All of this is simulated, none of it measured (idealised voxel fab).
Documented hereafter: the process module known as voxel capacitor over wiring.
In the cross-section labelled cut, the width is 160 nm and each square cell is 5 nm.
Cross-section format: a grid of square cells, given as bands from top to bottom; each band is one or more rows of cells. First you get the band's top height and its bottom height, in nm, and then the materials it's made of, left to right, with each width in nm. If you see a single material with "all across", that one covers the band edge to edge. "blank" is empty space. Heights are reckoned from 0. Under this level, the received wafer is all of one material. The bottommost band is open-ended downward, for example "top 0, no bottom". You'd read "30 to 40" like this: the band's top row of cells is as wide as the first number, its bottom row is as wide as the second, and going down, every row changes width by the same amount as the row before did. "nothing got changed" -> step changed no cross-section cell. Closed empty spaces (no open way to the top) of 8 cells or more are what "Voids, enclosed" lists, each as width x height at distance from the left edge, nm for all three. after a step's settings: what the simulator itself notes on the step. Among the settings permitted on a step's line is "overlay nm"; applied to a step with a mask, it specifies the extent to which the mask lay to the right of its planned position, whereas a negative figure signifies a position to the left.
This section lists the process steps that were planned
1. RECEIVE,material Si
2. CONFORMAL_DEP,material SiO2,thk nm 10
3. DIRECTIONAL_DEP,material TiN,thk nm 5
4. DIRECTIONAL_DEP,material Ru,thk nm 25
5. DIRECTIONAL_DEP,material aC,thk nm 10
6. PATTERN,tone cover,mask id METAL_1,material resist,width nm 20,pitch nm 85,thk nm 30,overlay nm -10
7. DIRECTIONAL_ETCH,etch materials aC,depth nm 10
8. STRIP,etch materials resist
9. DIRECTIONAL_ETCH,etch materials Ru,depth nm 25
10. DIRECTIONAL_ETCH,etch materials TiN,depth nm 5
11. STRIP,etch materials aC
12. FILL_DEP,material lowk,thk nm 10
13. CMP,height nm 40
14. CONFORMAL_DEP,material SiCN,thk nm 5
15. DIRECTIONAL_DEP,material lowk,thk nm 15
16. PATTERN,tone open,mask id PLUG_1,material resist,width nm 15,thk nm 15,overlay nm 0
17. DIRECTIONAL_ETCH,etch materials lowk,depth nm 15
18. DIRECTIONAL_ETCH,etch materials SiCN,depth nm 5
19. STRIP,etch materials resist
20. EPI,material Ru,thk nm 10
21. EPI,material Ru,thk nm 10
22. DIRECTIONAL_DEP,material TiN,thk nm 5
23. DIRECTIONAL_DEP,material HfO2,thk nm 5
24. DIRECTIONAL_DEP,material TiN,thk nm 10
25. PATTERN,tone cover,mask id UPPER_PLATE,material resist,width nm 70,thk nm 15,overlay nm 0
26. DIRECTIONAL_ETCH,etch materials TiN,depth nm 10
27. DIRECTIONAL_ETCH,etch materials HfO2,depth nm 5
28. STRIP,etch materials resist
29. DIRECTIONAL_DEP,material aC,thk nm 15
30. PATTERN,tone cover,mask id LOWER_PLATE,material resist,width nm 80,thk nm 35,overlay nm 0
31. DIRECTIONAL_ETCH,etch materials aC,depth nm 15
32. STRIP,etch materials resist
33. DIRECTIONAL_ETCH,etch materials TiN,depth nm 5
34. STRIP,etch materials aC
35. FILL_DEP,material SiO2,thk nm 15
36. CMP,height nm 90
37. MASKED_ETCH,tone open,mask id PLUG_2,width nm 15,etch materials SiO2,depth nm 10,overlay nm 0
38. CONFORMAL_DEP,material TiN,thk nm 5
39. FILL_DEP,material Ru,thk nm 10
40. CMP,height nm 90
41. CONFORMAL_DEP,material SiCN,thk nm 5
Variable across wafers: step 6 overlay nm (plan value is that of the first wafer; starting state common to all).
This is how the first of several wafers looked in cross-section when it arrived, which is after step 1
top 0, no bottom = Si all across
Voids, enclosed: none
The figure below presents a cross-section of the first of several wafers at the conclusion of the module, following its last step, step 41
top 95, bottom 90 = SiCN all across
top 90, bottom 85 = SiO2=40  TiN=5  Ru=5  TiN=5  SiO2=105
top 85, bottom 80 = SiO2=40  TiN=15  SiO2=105
top 80, bottom 70 = SiO2=30  TiN=70  SiO2=60
top 70, bottom 65 = SiO2=30  HfO2=70  SiO2=60
top 65, bottom 60 = SiO2=25  TiN=80  SiO2=55
top 60, bottom 45 = lowk=30  Ru=15  lowk=115
top 45, bottom 40 = SiCN=30  Ru=15  SiCN=115
top 40, bottom 15 = lowk=15  Ru=20  lowk=65  Ru=20  lowk=40
top 15, bottom 10 = lowk=15  TiN=20  lowk=65  TiN=20  lowk=40
top 10, bottom 0 = SiO2 all across
top 0, no bottom = Si all across
Voids, enclosed: none
At the end of the module, the last of several wafers in cross-section
top 95, bottom 90 = SiCN all across
top 90, bottom 85 = SiO2=40  TiN=5  Ru=5  TiN=5  SiO2=105
top 85, bottom 80 = SiO2=40  TiN=15  SiO2=105
top 80, bottom 70 = SiO2=30  TiN=70  SiO2=60
top 70, bottom 65 = SiO2=30  HfO2=70  SiO2=60
top 65, bottom 60 = SiO2=25  TiN=80  SiO2=55
top 60, bottom 45 = lowk=30  Ru=15  lowk=115
top 45, bottom 40 = SiCN=30  Ru=15  SiCN=115
top 40, bottom 15 = lowk=40  Ru=20  lowk=65  Ru=20  lowk=15
top 15, bottom 10 = lowk=40  TiN=20  lowk=65  TiN=20  lowk=15
top 10, bottom 0 = SiO2 all across
top 0, no bottom = Si all across
Voids, enclosed: none
Where each wafer stands at the end of the module, a row apiece: cells of each material gained (+) or lost (-) since it was received, then closed voids
overlay nm -10, +14 HfO2, +53 Ru, +61 SiCN, +192 SiO2, +57 TiN, +231 lowk, Voids, enclosed: none
overlay nm -5, +14 HfO2, +53 Ru, +61 SiCN, +192 SiO2, +57 TiN, +231 lowk, Voids, enclosed: none
overlay nm 0, +14 HfO2, +53 Ru, +61 SiCN, +192 SiO2, +57 TiN, +231 lowk, Voids, enclosed: none
overlay nm 5, +14 HfO2, +53 Ru, +61 SiCN, +192 SiO2, +57 TiN, +231 lowk, Voids, enclosed: none
overlay nm 10, +14 HfO2, +53 Ru, +61 SiCN, +192 SiO2, +57 TiN, +231 lowk, Voids, enclosed: none
overlay nm 15, +14 HfO2, +53 Ru, +61 SiCN, +192 SiO2, +57 TiN, +231 lowk, Voids, enclosed: none
